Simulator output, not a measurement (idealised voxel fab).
Process module in this document: voxel transistor to metal
Xsec cut, 155 nm wide, square cell size 5 nm.
A cross-section in this document is a grid of square cells, and it is written down as bands, the top band listed before the ones below it; a band is made up of one or more rows of cells.
This entry defines a band. It first specifies the height of the band's top and the height of its bottom in nm, and then specifies the band's materials from left to right, stating each material with its width in nm. The word "everywhere" identifies a single material that fills the band from edge to edge, while the word "air" identifies empty space.
Basically, 0 is our baseline, since under it the wafer straight out of the box is all one material. The bottom band has no lower end and keeps on going down, so it looks like "0 nm and below".
Top row gets the first number, bottom row gets the second, and each row in between changes by the same step: that is how a band width like "30->40" works.
"nothing changed" for a step: no cell of the cross-section changed in that step.
Voids, fully enclosed: empty space of 8 cells or more with no open way to the top, each as width x height at its distance from the left edge, in nm
Past the settings on a step's line: simulator remark, on that step.
overlay nm: for a step with a mask, the amount by which the mask lay right of where it was planned; a negative amount means left of it.

Intended process steps:
1: RECEIVE,material Si
2: CONFORMAL_DEP,material SiO2,thk nm 5
3: CONFORMAL_DEP,material SiN,thk nm 15
4: MASKED_ETCH,tone cover,mask id ACTIVE,width nm 120,etch materials SiN,depth nm 15,overlay nm 0
5: MASKED_ETCH,tone cover,mask id ACTIVE,width nm 120,etch materials SiO2,depth nm 5,overlay nm 0
6: MASKED_ETCH,tone cover,mask id ACTIVE,width nm 120,etch materials Si,depth nm 20,overlay nm 0
7: FILL_DEP,material SiO2,thk nm 5
8: CMP,height nm 20
9: SELECTIVE_ETCH,etch materials SiO2,depth nm 10
10: STRIP,etch materials SiN
11: SELECTIVE_ETCH,etch materials SiO2,depth nm 5
12: OXIDIZE,depth nm 5
13: DIRECTIONAL_DEP,material polySi,thk nm 20
14: DIRECTIONAL_DEP,material SiCN,thk nm 15
15: PATTERN,tone cover,mask id GATE,material resist,width nm 30,thk nm 15,overlay nm 0
16: DIRECTIONAL_ETCH,etch materials SiCN,depth nm 25
17: DIRECTIONAL_ETCH,etch materials polySi,depth nm 30
18: STRIP,etch materials resist
19: CONFORMAL_DEP,material SiN,thk nm 5
20: DIRECTIONAL_ETCH,etch materials SiN,depth nm 5
21: DIRECTIONAL_ETCH,etch materials SiO2,depth nm 5
22: DIRECTIONAL_ETCH,etch materials Si,depth nm 15
23: EPI,material SiGe,thk nm 15
24: FILL_DEP,material SiO2,thk nm 10
25: CMP,height nm 20
26: STRIP,etch materials polySi
27: SELECTIVE_ETCH,etch materials SiO2,depth nm 5
28: CONFORMAL_DEP,material HfO2,thk nm 5
29: CONFORMAL_DEP,material TiN,thk nm 5
30: FILL_DEP,material W,thk nm 10
31: CMP,height nm 15
32: DIRECTIONAL_DEP,material SiO2,thk nm 15
33: PATTERN,tone open,mask id CONTACT,material resist,width nm 20,pitch nm 80,thk nm 20,overlay nm 0
34: DIRECTIONAL_ETCH,etch materials SiO2,depth nm 35
35: STRIP,etch materials resist
36: CONFORMAL_DEP,material TiN,thk nm 5
37: FILL_DEP,material W,thk nm 5
38: CMP,height nm 30
39: DIRECTIONAL_DEP,material TiN,thk nm 5
40: DIRECTIONAL_DEP,material Ru,thk nm 25
41: MASKED_ETCH,tone cover,mask id METAL_1,width nm 20,pitch nm 80,etch materials Ru,depth nm 25,overlay nm 0
42: MASKED_ETCH,tone cover,mask id METAL_1,width nm 20,pitch nm 80,etch materials TiN,depth nm 5,overlay nm 0
43: FILL_DEP,material lowk,thk nm 10
44: CMP,height nm 60
45: CONFORMAL_DEP,material SiCN,thk nm 5
46: DIRECTIONAL_DEP,material SiO2,thk nm 35
47: MASKED_ETCH,tone open,mask id METAL_2,width nm 20,pitch nm 80,etch materials SiO2,depth nm 20,overlay nm 0
48: DIRECTIONAL_DEP,material aC,thk nm 10
49: PATTERN,tone open,mask id METAL_2_HOLES,material resist,width nm 15,pitch nm 80,thk nm 30,overlay nm 0
50: DIRECTIONAL_ETCH,etch materials aC,depth nm 10
51: STRIP,etch materials resist
52: DIRECTIONAL_ETCH,etch materials SiO2,depth nm 15
53: DIRECTIONAL_ETCH,etch materials SiCN,depth nm 5
54: STRIP,etch materials aC
55: CONFORMAL_DEP,material TiN,thk nm 5
56: FILL_DEP,material Cu,thk nm 10
57: CMP,height nm 100
58: CONFORMAL_DEP,material SiCN,thk nm 5

Wafer as received: cross-section following step 1:
* 0 nm and below: Si everywhere
* Voids, fully enclosed: none

First of two wafers at the end of the module, shown in cross-section; run carried out as planned:
* 105 nm to 100 nm: SiCN everywhere
* 100 nm to 85 nm: SiO2 25 nm | TiN 5 nm | Cu 10 nm | TiN 5 nm | SiO2 60 nm | TiN 5 nm | Cu 10 nm | TiN 5 nm | SiO2 30 nm
* 85 nm to 80 nm: SiO2 25 nm | TiN 5 nm | Cu 5 nm | TiN 10 nm | SiO2 60 nm | TiN 5 nm | Cu 5 nm | TiN 10 nm | SiO2 30 nm
* 80 nm to 65 nm: SiO2 25 nm | TiN 5 nm | Cu 5 nm | TiN 5 nm | SiO2 65 nm | TiN 5 nm | Cu 5 nm | TiN 5 nm | SiO2 35 nm
* 65 nm to 60 nm: SiCN 25 nm | TiN 15 nm | SiCN 65 nm | TiN 15 nm | SiCN 35 nm
* 60 nm to 35 nm: lowk 25 nm | Ru 20 nm | lowk 60 nm | Ru 20 nm | lowk 30 nm
* 35 nm to 30 nm: lowk 25 nm | TiN 20 nm | lowk 60 nm | TiN 20 nm | lowk 30 nm
* 30 nm to 15 nm: SiO2 25 nm | TiN 5 nm | W 10 nm | TiN 5 nm | SiO2 60 nm | TiN 5 nm | W 10 nm | TiN 5 nm | SiO2 30 nm
* 15 nm to 10 nm: SiO2 25 nm | TiN 5 nm | W 5 nm | TiN 10 nm | SiO2 10 nm | SiN 5 nm | HfO2 5 nm | TiN 5 nm | W 10 nm | TiN 5 nm | HfO2 5 nm | SiN 5 nm | SiO2 10 nm | TiN 10 nm | W 5 nm | TiN 5 nm | SiO2 30 nm
* 10 nm to 5 nm: SiO2 25 nm | TiN 5 nm | W 5 nm | TiN 5 nm | SiGe 15 nm | SiN 5 nm | HfO2 5 nm | TiN 5 nm | W 10 nm | TiN 5 nm | HfO2 5 nm | SiN 5 nm | SiGe 15 nm | TiN 5 nm | W 5 nm | TiN 5 nm | SiO2 30 nm
* 5 nm to 0 nm: SiO2 10 nm | SiN 5 nm | SiO2 10 nm | TiN 5 nm | W 5 nm | TiN 5 nm | SiGe 15 nm | SiN 5 nm | HfO2 5 nm | TiN 20 nm | HfO2 5 nm | SiN 5 nm | SiGe 15 nm | TiN 5 nm | W 5 nm | TiN 5 nm | SiO2 10 nm | SiN 5 nm | SiO2 15 nm
* 0 nm to -5 nm: SiO2 25 nm | TiN 15 nm | SiGe 15 nm | HfO2 40 nm | SiGe 15 nm | TiN 15 nm | SiO2 30 nm
* -5 nm to -20 nm: SiO2 15 nm | SiGe 40 nm | Si 40 nm | SiGe 40 nm | SiO2 20 nm
* -20 nm and below: Si everywhere
* Voids, fully enclosed: none

Wafer two, sectioned after the module: the first wafer's start, the first wafer's plan, and one mistake in how it was run:
* 105 nm to 100 nm: SiCN everywhere
* 100 nm to 85 nm: SiO2 25 nm | TiN 5 nm | Cu 10 nm | TiN 5 nm | SiO2 60 nm | TiN 5 nm | Cu 10 nm | TiN 5 nm | SiO2 30 nm
* 85 nm to 80 nm: SiO2 25 nm | TiN 5 nm | Cu 5 nm | TiN 10 nm | SiO2 60 nm | TiN 5 nm | Cu 5 nm | TiN 10 nm | SiO2 30 nm
* 80 nm to 65 nm: SiO2 25 nm | TiN 5 nm | Cu 5 nm | TiN 5 nm | SiO2 65 nm | TiN 5 nm | Cu 5 nm | TiN 5 nm | SiO2 35 nm
* 65 nm to 60 nm: SiCN 25 nm | TiN 15 nm | SiCN 65 nm | TiN 15 nm | SiCN 35 nm
* 60 nm to 35 nm: lowk 25 nm | Ru 20 nm | lowk 60 nm | Ru 20 nm | lowk 30 nm
* 35 nm to 30 nm: lowk 20 nm | TiN 25 nm | lowk 55 nm | TiN 25 nm | lowk 30 nm
* 30 nm to 15 nm: SiO2 25 nm | TiN 5 nm | W 10 nm | TiN 5 nm | SiO2 60 nm | TiN 5 nm | W 10 nm | TiN 5 nm | SiO2 30 nm
* 15 nm to 10 nm: SiO2 25 nm | TiN 5 nm | W 5 nm | TiN 10 nm | SiO2 10 nm | SiN 5 nm | HfO2 5 nm | TiN 5 nm | W 10 nm | TiN 5 nm | HfO2 5 nm | SiN 5 nm | SiO2 10 nm | TiN 10 nm | W 5 nm | TiN 5 nm | SiO2 30 nm
* 10 nm to 5 nm: SiO2 25 nm | TiN 5 nm | W 5 nm | TiN 5 nm | SiGe 15 nm | SiN 5 nm | HfO2 5 nm | TiN 5 nm | W 10 nm | TiN 5 nm | HfO2 5 nm | SiN 5 nm | SiGe 15 nm | TiN 5 nm | W 5 nm | TiN 5 nm | SiO2 30 nm
* 5 nm to 0 nm: SiO2 10 nm | SiN 5 nm | SiO2 10 nm | TiN 5 nm | W 5 nm | TiN 5 nm | SiGe 15 nm | SiN 5 nm | HfO2 5 nm | TiN 20 nm | HfO2 5 nm | SiN 5 nm | SiGe 15 nm | TiN 5 nm | W 5 nm | TiN 5 nm | SiO2 10 nm | SiN 5 nm | SiO2 15 nm
* 0 nm to -5 nm: SiO2 25 nm | TiN 15 nm | SiGe 15 nm | HfO2 40 nm | SiGe 15 nm | TiN 15 nm | SiO2 30 nm
* -5 nm to -20 nm: SiO2 15 nm | SiGe 40 nm | Si 40 nm | SiGe 40 nm | SiO2 20 nm
* -20 nm and below: Si everywhere
* Voids, fully enclosed: none
Against the plan, the run slipped here: the process deviated at step 42: the operation and settings actually run there were MASKED_ETCH,tone cover,mask id METAL_1,width nm 20,pitch nm 80,etch materials TiN,depth nm 5,overlay nm -5
Final comparison by cell count, materials where the second wafer has more or fewer than the first: TiN: 2 more; lowk: 2 fewer
